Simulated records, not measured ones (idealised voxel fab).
This is a process module. Its name is voxel lift off.
It is cross-section cut that appears here, measuring 145 nm in width, its square cells being 5 nm in size.
A cross-section in this document is a grid of square cells, and it is written down as bands, the top band listed before the ones below it; a band is made up of one or more rows of cells. Band: top height; bottom height; in nm. Then, left to right: material with width in nm, for each material. "full width": a single material spanning edge to edge. "blank": empty space. All heights in this document are referenced to 0, defined as the level beneath which the wafer, as received, consists entirely of one material. The lowest band is not bounded below; it extends indefinitely downward and is written in the form "0..down". You'd read "30..40" like this: the band's top row of cells is as wide as the first number, its bottom row is as wide as the second, and going down, every row changes width by the same amount as the row before did. Where the words "nothing was modified" appear for a step, the cross-section shows no cell changed by that step; every cell remained as before. "Enclosed void catalog" - sealed voids, min. 8 cells, no opening to top; format: width x height at distance (distance from left edge; nm throughout). On each step's line, the part that comes after the settings is the simulator's own comment on the step. The optional step-line setting "overlay nm" applies to steps with a mask and quantifies how far to the right of its planned location the mask lay, a negative value indicating leftward placement. Read each pair as before and after one process step. The after cross-section shows only down to the lowest band that changed. The step between them and its settings are given below the pair. Pairs can come from different runs of this module on the same starting wafer. A pair continues from the pair above only where its "Before processing" entry says so.

Before processing
    0..down  Si full width
    Enclosed void catalog: none

after
    15..0  SiN full width
    Note: structure below 0 unchanged.
    Enclosed void catalog: none
For reference, the processing step occurring between the two cross-sections presented above is as follows: CONFORMAL_DEP: material SiN, thk nm 15

Before processing: It is represented by the cross-section appearing after the step of the pair directly above.

after
    40..15  20 resist, then 15 blank, then 15 resist, then 15 blank, then 15 resist, then 15 blank, then 15 resist, then 15 blank, then 20 resist
    Note: structure below 15 unchanged.
    Enclosed void catalog: none
For reference, the processing step occurring between the two cross-sections presented above is as follows: PATTERN: tone open, mask id LINES, material resist, width nm 15, pitch nm 30, thk nm 25, overlay nm 0

Before processing: It is represented by the cross-section appearing after the step of the pair directly above.

after
    50..40  20 Ru, then 15 blank, then 15 Ru, then 15 blank, then 15 Ru, then 15 blank, then 15 Ru, then 15 blank, then 20 Ru
    40..25  20 resist, then 15 blank, then 15 resist, then 15 blank, then 15 resist, then 15 blank, then 15 resist, then 15 blank, then 20 resist
    25..15  20 resist, then 15 Ru, then 15 resist, then 15 Ru, then 15 resist, then 15 Ru, then 15 resist, then 15 Ru, then 20 resist
    Note: structure below 15 unchanged.
    Enclosed void catalog: none
For reference, the processing step occurring between the two cross-sections presented above is as follows: DIRECTIONAL_DEP: material Ru, thk nm 10

Before processing: It is represented by the cross-section appearing after the step of the pair directly above.

after
    25..15  20 blank, then 15 Ru, then 15 blank, then 15 Ru, then 15 blank, then 15 Ru, then 15 blank, then 15 Ru, then 20 blank
    Note: structure below 15 unchanged.
    Enclosed void catalog: none
For reference, the processing step occurring between the two cross-sections presented above is as follows: STRIP: etch materials resist

Before processing: It is represented by the cross-section appearing after the step of the pair directly above.

after
    35..25  10 blank, then 125 SiO2, then 10 blank
    25..15  20 SiO2, then 15 Ru, then 15 SiO2, then 15 Ru, then 15 SiO2, then 15 Ru, then 15 SiO2, then 15 Ru, then 20 SiO2
    Note: structure below 15 unchanged.
    Enclosed void catalog: none
For reference, the processing step occurring between the two cross-sections presented above is as follows: CONFORMAL_DEP: material SiO2, thk nm 10

Before processing
    15..0  SiN full width
    0..down  Si full width
    Enclosed void catalog: none

after
    30..0  SiN full width
    Note: structure below 0 unchanged.
    Enclosed void catalog: none
For reference, the processing step occurring between the two cross-sections presented above is as follows: CONFORMAL_DEP: material SiN, thk nm 15

Before processing: It is represented by the cross-section appearing after the step of the pair directly above.

after
    55..30  20 resist, then 15 blank, then 15 resist, then 15 blank, then 15 resist, then 15 blank, then 15 resist, then 15 blank, then 20 resist
    Note: structure below 30 unchanged.
    Enclosed void catalog: none
For reference, the processing step occurring between the two cross-sections presented above is as follows: PATTERN: tone open, mask id LINES, material resist, width nm 15, pitch nm 30, thk nm 25, overlay nm 0

Before processing: It is represented by the cross-section appearing after the step of the pair directly above.

after
    65..55  20 Ru, then 15 blank, then 15 Ru, then 15 blank, then 15 Ru, then 15 blank, then 15 Ru, then 15 blank, then 20 Ru
    55..40  20 resist, then 15 blank, then 15 resist, then 15 blank, then 15 resist, then 15 blank, then 15 resist, then 15 blank, then 20 resist
    40..30  20 resist, then 15 Ru, then 15 resist, then 15 Ru, then 15 resist, then 15 Ru, then 15 resist, then 15 Ru, then 20 resist
    Note: structure below 30 unchanged.
    Enclosed void catalog: none
For reference, the processing step occurring between the two cross-sections presented above is as follows: DIRECTIONAL_DEP: material Ru, thk nm 10

Before processing: It is represented by the cross-section appearing after the step of the pair directly above.

after
    40..30  20 blank, then 15 Ru, then 15 blank, then 15 Ru, then 15 blank, then 15 Ru, then 15 blank, then 15 Ru, then 20 blank
    Note: structure below 30 unchanged.
    Enclosed void catalog: none
For reference, the processing step occurring between the two cross-sections presented above is as follows: STRIP: etch materials resist

Before processing: It is represented by the cross-section appearing after the step of the pair directly above.

after
    50..40  10 blank, then 125 SiO2, then 10 blank
    40..30  20 SiO2, then 15 Ru, then 15 SiO2, then 15 Ru, then 15 SiO2, then 15 Ru, then 15 SiO2, then 15 Ru, then 20 SiO2
    Note: structure below 30 unchanged.
    Enclosed void catalog: none
For reference, the processing step occurring between the two cross-sections presented above is as follows: CONFORMAL_DEP: material SiO2, thk nm 10

Before processing
    0..down  Si full width
    Enclosed void catalog: none

after
    10..0  SiN full width
    Note: structure below 0 unchanged.
    Enclosed void catalog: none
For reference, the processing step occurring between the two cross-sections presented above is as follows: CONFORMAL_DEP: material SiN, thk nm 10

Before processing: It is represented by the cross-section appearing after the step of the pair directly above.

after
    35..10  20 resist, then 15 blank, then 15 resist, then 15 blank, then 15 resist, then 15 blank, then 15 resist, then 15 blank, then 20 resist
    Note: structure below 10 unchanged.
    Enclosed void catalog: none
For reference, the processing step occurring between the two cross-sections presented above is as follows: PATTERN: tone open, mask id LINES, material resist, width nm 15, pitch nm 30, thk nm 25, overlay nm 0

Before processing: It is represented by the cross-section appearing after the step of the pair directly above.

after
    45..35  20 Ru, then 15 blank, then 15 Ru, then 15 blank, then 15 Ru, then 15 blank, then 15 Ru, then 15 blank, then 20 Ru
    35..20  20 resist, then 15 blank, then 15 resist, then 15 blank, then 15 resist, then 15 blank, then 15 resist, then 15 blank, then 20 resist
    20..10  20 resist, then 15 Ru, then 15 resist, then 15 Ru, then 15 resist, then 15 Ru, then 15 resist, then 15 Ru, then 20 resist
    Note: structure below 10 unchanged.
    Enclosed void catalog: none
For reference, the processing step occurring between the two cross-sections presented above is as follows: DIRECTIONAL_DEP: material Ru, thk nm 10

Before processing: It is represented by the cross-section appearing after the step of the pair directly above.

after
    20..10  20 blank, then 15 Ru, then 15 blank, then 15 Ru, then 15 blank, then 15 Ru, then 15 blank, then 15 Ru, then 20 blank
    Note: structure below 10 unchanged.
    Enclosed void catalog: none
For reference, the processing step occurring between the two cross-sections presented above is as follows: STRIP: etch materials resist

Before processing: It is represented by the cross-section appearing after the step of the pair directly above.

after
    30..20  10 blank, then 125 SiO2, then 10 blank
    20..10  20 SiO2, then 15 Ru, then 15 SiO2, then 15 Ru, then 15 SiO2, then 15 Ru, then 15 SiO2, then 15 Ru, then 20 SiO2
    Note: structure below 10 unchanged.
    Enclosed void catalog: none
For reference, the processing step occurring between the two cross-sections presented above is as follows: CONFORMAL_DEP: material SiO2, thk nm 10

Before processing
    15..0  SiN full width
    0..down  Si full width
    Enclosed void catalog: none

after
    40..15  25 resist, then 15 blank, then 15 resist, then 15 blank, then 15 resist, then 15 blank, then 15 resist, then 15 blank, then 15 resist
    Note: structure below 15 unchanged.
    Enclosed void catalog: none
For reference, the processing step occurring between the two cross-sections presented above is as follows: PATTERN: tone open, mask id LINES, material resist, width nm 15, pitch nm 30, thk nm 25, overlay nm 5

Before processing: It is represented by the cross-section appearing after the step of the pair directly above.

after
    50..40  25 Ru, then 15 blank, then 15 Ru, then 15 blank, then 15 Ru, then 15 blank, then 15 Ru, then 15 blank, then 15 Ru
    40..25  25 resist, then 15 blank, then 15 resist, then 15 blank, then 15 resist, then 15 blank, then 15 resist, then 15 blank, then 15 resist
    25..15  25 resist, then 15 Ru, then 15 resist, then 15 Ru, then 15 resist, then 15 Ru, then 15 resist, then 15 Ru, then 15 resist
    Note: structure below 15 unchanged.
    Enclosed void catalog: none
For reference, the processing step occurring between the two cross-sections presented above is as follows: DIRECTIONAL_DEP: material Ru, thk nm 10

Before processing: It is represented by the cross-section appearing after the step of the pair directly above.

after
    25..15  25 blank, then 15 Ru, then 15 blank, then 15 Ru, then 15 blank, then 15 Ru, then 15 blank, then 15 Ru, then 15 blank
    Note: structure below 15 unchanged.
    Enclosed void catalog: none
For reference, the processing step occurring between the two cross-sections presented above is as follows: STRIP: etch materials resist

Before processing: It is represented by the cross-section appearing after the step of the pair directly above.

after
    35..25  15 blank, then 125 SiO2, then 5 blank
    25..15  25 SiO2, then 15 Ru, then 15 SiO2, then 15 Ru, then 15 SiO2, then 15 Ru, then 15 SiO2, then 15 Ru, then 15 SiO2
    Note: structure below 15 unchanged.
    Enclosed void catalog: none
For reference, the processing step occurring between the two cross-sections presented above is as follows: CONFORMAL_DEP: material SiO2, thk nm 10

Before processing
    40..15  20 resist, then 15 blank, then 15 resist, then 15 blank, then 15 resist, then 15 blank, then 15 resist, then 15 blank, then 20 resist
    15..0  SiN full width
    0..down  Si full width
    Enclosed void catalog: none

after
    50..40  20 SiN, then 15 blank, then 15 SiN, then 15 blank, then 15 SiN, then 15 blank, then 15 SiN, then 15 blank, then 20 SiN
    40..25  20 resist, then 15 blank, then 15 resist, then 15 blank, then 15 resist, then 15 blank, then 15 resist, then 15 blank, then 20 resist
    25..15  20 resist, then 15 SiN, then 15 resist, then 15 SiN, then 15 resist, then 15 SiN, then 15 resist, then 15 SiN, then 20 resist
    Note: structure below 15 unchanged.
    Enclosed void catalog: none
For reference, the processing step occurring between the two cross-sections presented above is as follows: DIRECTIONAL_DEP: material SiN, thk nm 10

Before processing: It is represented by the cross-section appearing after the step of the pair directly above.

after
    25..15  20 blank, then 15 SiN, then 15 blank, then 15 SiN, then 15 blank, then 15 SiN, then 15 blank, then 15 SiN, then 20 blank
    Note: structure below 15 unchanged.
    Enclosed void catalog: none
For reference, the processing step occurring between the two cross-sections presented above is as follows: STRIP: etch materials resist

Before processing: It is represented by the cross-section appearing after the step of the pair directly above.

after
    35..25  10 blank, then 125 SiO2, then 10 blank
    25..15  20 SiO2, then 15 SiN, then 15 SiO2, then 15 SiN, then 15 SiO2, then 15 SiN, then 15 SiO2, then 15 SiN, then 20 SiO2
    Note: structure below 15 unchanged.
    Enclosed void catalog: none
For reference, the processing step occurring between the two cross-sections presented above is as follows: CONFORMAL_DEP: material SiO2, thk nm 10

Before processing
    15..0  SiN full width
    0..down  Si full width
    Enclosed void catalog: none

after
    40..15  20 blank, then 15 resist, then 15 blank, then 15 resist, then 15 blank, then 15 resist, then 15 blank, then 15 resist, then 20 blank
    Note: structure below 15 unchanged.
    Enclosed void catalog: none
For reference, the processing step occurring between the two cross-sections presented above is as follows: PATTERN: tone cover, mask id LINES, material resist, width nm 15, pitch nm 30, thk nm 25, overlay nm 0

Before processing: It is represented by the cross-section appearing after the step of the pair directly above.

after
    50..40  20 blank, then 15 Ru, then 15 blank, then 15 Ru, then 15 blank, then 15 Ru, then 15 blank, then 15 Ru, then 20 blank
    40..25  20 blank, then 15 resist, then 15 blank, then 15 resist, then 15 blank, then 15 resist, then 15 blank, then 15 resist, then 20 blank
    25..15  20 Ru, then 15 resist, then 15 Ru, then 15 resist, then 15 Ru, then 15 resist, then 15 Ru, then 15 resist, then 20 Ru
    Note: structure below 15 unchanged.
    Enclosed void catalog: none
For reference, the processing step occurring between the two cross-sections presented above is as follows: DIRECTIONAL_DEP: material Ru, thk nm 10

Before processing: It is represented by the cross-section appearing after the step of the pair directly above.

after
    25..15  20 Ru, then 15 blank, then 15 Ru, then 15 blank, then 15 Ru, then 15 blank, then 15 Ru, then 15 blank, then 20 Ru
    Note: structure below 15 unchanged.
    Enclosed void catalog: none
For reference, the processing step occurring between the two cross-sections presented above is as follows: STRIP: etch materials resist

Before processing: It is represented by the cross-section appearing after the step of the pair directly above.

after
    35..25  SiO2 full width
    25..15  20 Ru, then 15 SiO2, then 15 Ru, then 15 SiO2, then 15 Ru, then 15 SiO2, then 15 Ru, then 15 SiO2, then 20 Ru
    Note: structure below 15 unchanged.
    Enclosed void catalog: none
For reference, the processing step occurring between the two cross-sections presented above is as follows: CONFORMAL_DEP: material SiO2, thk nm 10
